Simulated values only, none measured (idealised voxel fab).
Process module in this document: voxel transistor to metal
Cross-section cut spans 190 nm and uses square cells 5 nm in size.
Cross-sections here: square-cell grids, written as top-down lists of bands, a band being one or more rows of cells.
The entry gives the band's vertical extent as a top height and a bottom height in nm, then its horizontal make-up as materials from left to right, each with a width in nm. "blank" stands for empty space; a single material marked "edge to edge" fills the band edge to edge.
All heights in this document are referenced to 0, defined as the level beneath which the wafer, as received, consists entirely of one material. The lowest band is not bounded below; it extends indefinitely downward and is written in the form "top 0, no bottom".
A width given as "30->40" starts at the first number in the band's top row and ends at the second number in its bottom row, shifting by an equal amount at every step from row to row.
Any step labelled "same as before" changed none of the cells in the cross-section.
The label "Completely sealed voids" introduces a list of the empty spaces, 8 cells or larger, that have no open way up to the top; each entry in it reads width x height at distance, where the distance is taken from the left edge and all three are stated in nm.
Read whatever lies past the settings on a step's line as the simulator's own remark about the step.
The line of a step may include "overlay nm". On a step with a mask, this value is how far to the right of its planned place the mask lay. A negative value means the mask lay to the left.

Process steps (planned)
1,RECEIVE | material Si
2,CONFORMAL_DEP | material SiO2 | thk nm 5
3,CONFORMAL_DEP | material SiN | thk nm 15
4,MASKED_ETCH | tone cover | mask id ACTIVE | width nm 115 | etch materials SiN | depth nm 15 | overlay nm 0
5,MASKED_ETCH | tone cover | mask id ACTIVE | width nm 115 | etch materials SiO2 | depth nm 5 | overlay nm 0
6,MASKED_ETCH | tone cover | mask id ACTIVE | width nm 115 | etch materials Si | depth nm 20 | overlay nm 0
7,FILL_DEP | material SiO2 | thk nm 5
8,CMP | height nm 20
9,SELECTIVE_ETCH | etch materials SiO2 | depth nm 10
10,STRIP | etch materials SiN
11,SELECTIVE_ETCH | etch materials SiO2 | depth nm 5
12,OXIDIZE | depth nm 5
13,DIRECTIONAL_DEP | material polySi | thk nm 30
14,DIRECTIONAL_DEP | material SiCN | thk nm 15
15,DIRECTIONAL_DEP | material aC | thk nm 10
16,PATTERN | tone cover | mask id GATE | material resist | width nm 25 | thk nm 25 | overlay nm -15
17,DIRECTIONAL_ETCH | etch materials aC | depth nm 10
18,STRIP | etch materials resist
19,DIRECTIONAL_ETCH | etch materials SiCN | depth nm 25
20,DIRECTIONAL_ETCH | etch materials polySi | depth nm 40
21,STRIP | etch materials aC
22,CONFORMAL_DEP | material SiN | thk nm 5
23,DIRECTIONAL_ETCH | etch materials SiN | depth nm 5
24,DIRECTIONAL_ETCH | etch materials SiO2 | depth nm 5
25,DIRECTIONAL_ETCH | etch materials Si | depth nm 5
26,EPI | material nSi | thk nm 5
27,FILL_DEP | material SiO2 | thk nm 5
28,CMP | height nm 30
29,STRIP | etch materials polySi
30,SELECTIVE_ETCH | etch materials SiO2 | depth nm 5
31,CONFORMAL_DEP | material HfO2 | thk nm 5
32,CONFORMAL_DEP | material TiN | thk nm 5
33,FILL_DEP | material W | thk nm 5
34,CMP | height nm 25
35,DIRECTIONAL_DEP | material SiO2 | thk nm 10
36,DIRECTIONAL_DEP | material aC | thk nm 15
37,PATTERN | tone open | mask id CONTACT | material resist | width nm 20 | pitch nm 85 | thk nm 35 | overlay nm 0
38,DIRECTIONAL_ETCH | etch materials aC | depth nm 15
39,STRIP | etch materials resist
40,DIRECTIONAL_ETCH | etch materials SiO2 | depth nm 40
41,STRIP | etch materials aC
42,CONFORMAL_DEP | material TiN | thk nm 5
43,FILL_DEP | material W | thk nm 5
44,CMP | height nm 35
45,DIRECTIONAL_DEP | material TiN | thk nm 5
46,DIRECTIONAL_DEP | material Ru | thk nm 25
47,PATTERN | tone cover | mask id METAL_1 | material resist | width nm 20 | pitch nm 85 | thk nm 20 | overlay nm 0
48,DIRECTIONAL_ETCH | etch materials Ru | depth nm 25
49,DIRECTIONAL_ETCH | etch materials TiN | depth nm 5
50,STRIP | etch materials resist
51,FILL_DEP | material lowk | thk nm 5
52,CMP | height nm 65
53,CONFORMAL_DEP | material SiCN | thk nm 5
54,DIRECTIONAL_DEP | material SiO2 | thk nm 30
55,DIRECTIONAL_DEP | material aC | thk nm 15
56,PATTERN | tone open | mask id METAL_2 | material resist | width nm 20 | pitch nm 85 | thk nm 30 | overlay nm 0
57,DIRECTIONAL_ETCH | etch materials aC | depth nm 15
58,STRIP | etch materials resist
59,DIRECTIONAL_ETCH | etch materials SiO2 | depth nm 15
60,STRIP | etch materials aC
61,DIRECTIONAL_DEP | material aC | thk nm 15
62,PATTERN | tone open | mask id METAL_2_HOLES | material resist | width nm 15 | pitch nm 85 | thk nm 35 | overlay nm 0
63,DIRECTIONAL_ETCH | etch materials aC | depth nm 15
64,STRIP | etch materials resist
65,DIRECTIONAL_ETCH | etch materials SiO2 | depth nm 15
66,DIRECTIONAL_ETCH | etch materials SiCN | depth nm 5
67,STRIP | etch materials aC
68,CONFORMAL_DEP | material TiN | thk nm 5
69,FILL_DEP | material Cu | thk nm 5
70,CMP | height nm 100
71,CONFORMAL_DEP | material SiCN | thk nm 5
Wafers differ in overlay nm at step 16; plan lists the first wafer's value; identical starting state.

The as-received cross-section of the first of several wafers corresponds to the state after step 1
* top 0, no bottom = Si edge to edge
* Completely sealed voids: none

Gained (+) or lost (-) cells of each material since receipt, then closed voids: one row per wafer, at the end of the module
overlay nm -15 | +16 Cu | +17 HfO2 | +40 Ru | -99 Si | +70 SiCN | +12 SiN | +426 SiO2 | +87 TiN | +31 W | +180 lowk | +18 nSi | Completely sealed voids: none
overlay nm -10 | +16 Cu | +17 HfO2 | +40 Ru | -99 Si | +70 SiCN | +12 SiN | +425 SiO2 | +87 TiN | +32 W | +180 lowk | +18 nSi | Completely sealed voids: none
overlay nm -5 | +16 Cu | +17 HfO2 | +40 Ru | -99 Si | +70 SiCN | +12 SiN | +425 SiO2 | +87 TiN | +32 W | +180 lowk | +18 nSi | Completely sealed voids: none
overlay nm 0 | +16 Cu | +17 HfO2 | +40 Ru | -99 Si | +70 SiCN | +12 SiN | +425 SiO2 | +87 TiN | +32 W | +180 lowk | +18 nSi | Completely sealed voids: none
overlay nm 5 | +16 Cu | +17 HfO2 | +40 Ru | -99 Si | +70 SiCN | +12 SiN | +425 SiO2 | +87 TiN | +32 W | +180 lowk | +18 nSi | Completely sealed voids: none
overlay nm 10 | +16 Cu | +17 HfO2 | +40 Ru | -99 Si | +70 SiCN | +12 SiN | +425 SiO2 | +87 TiN | +32 W | +180 lowk | +18 nSi | Completely sealed voids: none
overlay nm 15 | +16 Cu | +17 HfO2 | +40 Ru | -99 Si | +70 SiCN | +12 SiN | +426 SiO2 | +87 TiN | +31 W | +180 lowk | +18 nSi | Completely sealed voids: none
